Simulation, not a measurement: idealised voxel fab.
process module | voxel capacitor over wiring
cross-section cut | 200 nm wide | cells 5 nm
A cross-section is a grid of square cells, given in bands from the top down. A band is one or more rows of cells.
Each band's line starts with the height of the band's top and of its bottom, in nm. Then come its materials from left to right, each with its width in nm. One material with "throughout" fills the band from edge to edge. "air" is empty space.
Height 0 is the level under which the wafer as received is all one material. The lowest band goes on downwards, as in "0 down".
A width such as "30 to 40" changes by the same amount from each row of cells to the next, from the band's top row to its bottom row.
"no change" after a step means that no cell of the cross-section changed.
closed voids: empty space of 8 cells or more with no open way to the top, each as width x height at its distance from the left edge, in nm
after a step's settings: what the simulator itself notes on the step
overlay nm, on a step with a mask: how far to the right of its planned place the mask lay; to the left if negative
plan
1 op RECEIVE | material Si
2 op CONFORMAL_DEP | material SiO2 | thk nm 15
3 op CONFORMAL_DEP | material SiCN | thk nm 5
4 op DIRECTIONAL_DEP | material lowk | thk nm 20
5 op PATTERN | tone open | mask id METAL_1 | material resist | width nm 20 | pitch nm 70 | thk nm 20 | overlay nm 0
6 op DIRECTIONAL_ETCH | etch materials lowk | depth nm 20
7 op DIRECTIONAL_ETCH | etch materials SiCN | depth nm 5
8 op STRIP | etch materials resist
9 op CONFORMAL_DEP | material TiN | thk nm 5
10 op FILL_DEP | material Cu | thk nm 10
11 op CMP | height nm 40
12 op CONFORMAL_DEP | material SiCN | thk nm 5
13 op DIRECTIONAL_DEP | material lowk | thk nm 10
14 op PATTERN | tone open | mask id PLUG_1 | material resist | width nm 15 | thk nm 15 | overlay nm 0
15 op DIRECTIONAL_ETCH | etch materials lowk | depth nm 10
16 op DIRECTIONAL_ETCH | etch materials SiCN | depth nm 5
17 op STRIP | etch materials resist
18 op EPI | material Ru | thk nm 10
19 op EPI | material Ru | thk nm 5
20 op DIRECTIONAL_DEP | material TiN | thk nm 5
21 op DIRECTIONAL_DEP | material SiN | thk nm 5
22 op DIRECTIONAL_DEP | material TiN | thk nm 5
23 op DIRECTIONAL_DEP | material aC | thk nm 10
24 op PATTERN | tone cover | mask id UPPER_PLATE | material resist | width nm 55 | thk nm 30 | overlay nm 0
25 op DIRECTIONAL_ETCH | etch materials aC | depth nm 10
26 op STRIP | etch materials resist
27 op DIRECTIONAL_ETCH | etch materials TiN | depth nm 5
28 op DIRECTIONAL_ETCH | etch materials SiN | depth nm 5
29 op STRIP | etch materials aC
30 op MASKED_ETCH | tone cover | mask id LOWER_PLATE | width nm 65 | etch materials TiN | depth nm 5 | overlay nm 0
31 op FILL_DEP | material SiO2 | thk nm 15
32 op CMP | height nm 80
33 op PATTERN | tone open | mask id PLUG_2 | material resist | width nm 15 | thk nm 20 | overlay nm 0
34 op DIRECTIONAL_ETCH | etch materials SiO2 | depth nm 10
35 op STRIP | etch materials resist
36 op CONFORMAL_DEP | material TiN | thk nm 5
37 op FILL_DEP | material Cu | thk nm 10
38 op CMP | height nm 80
39 op CONFORMAL_DEP | material SiN | thk nm 5
as received, after step 1
  0 down: Si throughout
  closed voids: none
a wafer at the end: this start, this plan, one mistake
  85 to 80: SiN throughout
  80 to 75: SiO2 70 | TiN 5 | Cu 5 | TiN 5 | SiO2 115
  75 to 65: SiO2 70 to 60 | TiN 15 to 55 | SiO2 115 to 85
  65 to 60: SiO2 60 | SiN 55 | SiO2 85
  60 to 55: SiO2 55 | TiN 65 | SiO2 80
  55 to 45: lowk 60 | Ru 15 | lowk 125
  45 to 40: SiCN 60 | Ru 15 | SiCN 125
  40 to 25: lowk 55 | TiN 5 | Cu 10 | TiN 5 | lowk 50 | TiN 5 | Cu 10 | TiN 5 | lowk 55
  25 to 20: SiCN 55 | TiN 20 | SiCN 50 | TiN 20 | SiCN 55
  20 to 0: SiO2 throughout
  0 down: Si throughout
  closed voids: none
what went wrong: step 2 ran as: op CONFORMAL_DEP | material SiO2 | thk nm 20
